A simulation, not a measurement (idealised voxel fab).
Process module, titled voxel released beams
Square cell edge 5 nm, section width 205 nm, ID cut.
Heads up, the way a cross-section reads in here is a grid of square cells, handed over as bands from the top down, with every band being one or more rows of cells. Band entry format. Leading values: height of top, height of bottom, nm. Remainder: materials in left-to-right order, each with its width in nm. Special words: "throughout" on a single material, which then fills the band edge to edge; "empty", empty space. Measure heights from 0. That's the level where, below it, the as-received wafer is all one material. The lowest band is bottomless and extends downward; write it as in "0 down". Graded width ("30 to 40"): value in top row of band = first number; value in bottom row = second number; row-to-row change constant. What does "remained unchanged" mean for a step? It means no cell of the cross-section changed in that step. "Voids, sealed" lists enclosed empty spaces (at least 8 cells, no open path upward to the top), each as width x height at distance from the left edge, in nm. Heads up: the bit after the settings on a step's line is the simulator's remark on that step. Each step line may optionally specify "overlay nm", which for a step with a mask gives the rightward distance between the mask's planned place and where it lay, a negative value indicating the leftward direction.

## Planned process steps
- 1: op RECEIVE | material Si
- 2: op CONFORMAL_DEP | material Al2O3 | thk nm 10
- 3: op DIRECTIONAL_DEP | material SiO2 | thk nm 20
- 4: op PATTERN | tone open | mask id ANCHOR | material resist | width nm 35 | thk nm 20 | overlay nm 0
- 5: op DIRECTIONAL_ETCH | etch materials SiO2 | depth nm 20
- 6: op STRIP | etch materials resist
- 7: op CONFORMAL_DEP | material SiN | thk nm 10
- 8: op PATTERN | tone cover | mask id BEAM | material resist | width nm 110 | thk nm 15 | overlay nm 0
- 9: op DIRECTIONAL_ETCH | etch materials SiN | depth nm 10
- 10: op STRIP | etch materials resist
- 11: op STRIP | etch materials SiO2

## Of two wafers, the first: run according to plan

## Wafer at receipt (post step 1), cross-section
> 0 down | Si throughout
> Voids, sealed: none

## Presented here is a cross-section of the wafer after step 2 has been performed
> 10 to 0 | Al2O3 throughout
> Anything lower than 0 is untouched.

## Presented here is a cross-section of the wafer after step 3 has been performed
> 30 to 10 | SiO2 throughout
> Anything lower than 10 is untouched.

## Presented here is a cross-section of the wafer after step 4 has been performed
> 50 to 30 | resist: 50 / empty: 35 / resist: 120
> Anything lower than 30 is untouched.

## Presented here is a cross-section of the wafer after step 5 has been performed
> 50 to 30 | resist: 50 / empty: 35 / resist: 120
> 30 to 10 | SiO2: 50 / empty: 35 / SiO2: 120
> Anything lower than 10 is untouched.

## Presented here is a cross-section of the wafer after step 6 has been performed
> 30 to 10 | SiO2: 50 / empty: 35 / SiO2: 120
> Anything lower than 10 is untouched.

## Presented here is a cross-section of the wafer after step 7 has been performed
> 40 to 30 | SiN: 60 / empty: 15 / SiN: 130
> 30 to 20 | SiO2: 50 / SiN: 10 / empty: 15 / SiN: 10 / SiO2: 120
> 20 to 10 | SiO2: 50 / SiN: 35 / SiO2: 120
> Anything lower than 10 is untouched.

## Presented here is a cross-section of the wafer after step 8 has been performed
> 55 to 40 | empty: 45 / resist: 110 / empty: 50
> 40 to 30 | SiN: 60 / resist: 15 / SiN: 130
> 30 to 20 | SiO2: 50 / SiN: 10 / resist: 15 / SiN: 10 / SiO2: 120
> Anything lower than 20 is untouched.

## Presented here is a cross-section of the wafer after step 9 has been performed
> 55 to 40 | empty: 45 / resist: 110 / empty: 50
> 40 to 30 | empty: 45 / SiN: 15 / resist: 15 / SiN: 80 / empty: 50
> Anything lower than 30 is untouched.

## Presented here is a cross-section of the wafer after step 10 has been performed
> 40 to 30 | empty: 45 / SiN: 15 / empty: 15 / SiN: 80 / empty: 50
> 30 to 20 | SiO2: 50 / SiN: 10 / empty: 15 / SiN: 10 / SiO2: 120
> Anything lower than 20 is untouched.

## Presented here is a cross-section of the wafer after step 11 has been performed
> 40 to 30 | empty: 45 / SiN: 15 / empty: 15 / SiN: 80 / empty: 50
> 30 to 20 | empty: 50 / SiN: 10 / empty: 15 / SiN: 10 / empty: 120
> 20 to 10 | empty: 50 / SiN: 35 / empty: 120
> Anything lower than 10 is untouched.

## Here the second wafer is described. Its start and its plan were those of the first wafer. Its run contained one mistake. Up to and including step 7, it did exactly what the first wafer did

## Second wafer: cross-section at the scheduled end of step 8
> 55 to 40 | empty: 50 / resist: 100 / empty: 55
> 40 to 30 | SiN: 60 / resist: 15 / SiN: 130
> 30 to 20 | SiO2: 50 / SiN: 10 / resist: 15 / SiN: 10 / SiO2: 120
> Anything lower than 20 is untouched.

## Second wafer: cross-section at the scheduled end of step 9
> 55 to 40 | empty: 50 / resist: 100 / empty: 55
> 40 to 30 | empty: 50 / SiN: 10 / resist: 15 / SiN: 75 / empty: 55
> Anything lower than 30 is untouched.

## Second wafer: cross-section at the scheduled end of step 10
> 40 to 30 | empty: 50 / SiN: 10 / empty: 15 / SiN: 75 / empty: 55
> 30 to 20 | SiO2: 50 / SiN: 10 / empty: 15 / SiN: 10 / SiO2: 120
> Anything lower than 20 is untouched.

## Second wafer: cross-section at the scheduled end of step 11
> 40 to 30 | empty: 50 / SiN: 10 / empty: 15 / SiN: 75 / empty: 55
> 30 to 20 | empty: 50 / SiN: 10 / empty: 15 / SiN: 10 / empty: 120
> 20 to 10 | empty: 50 / SiN: 35 / empty: 120
> Anything lower than 10 is untouched.
So what did we get wrong on this run? step 8 off recipe, ran as op PATTERN | tone cover | mask id BEAM | material resist | width nm 100 | thk nm 15 | overlay nm 0
Looking at both finished wafers in cells, the second ends up ahead of or behind the first on some materials: 4 fewer of SiN
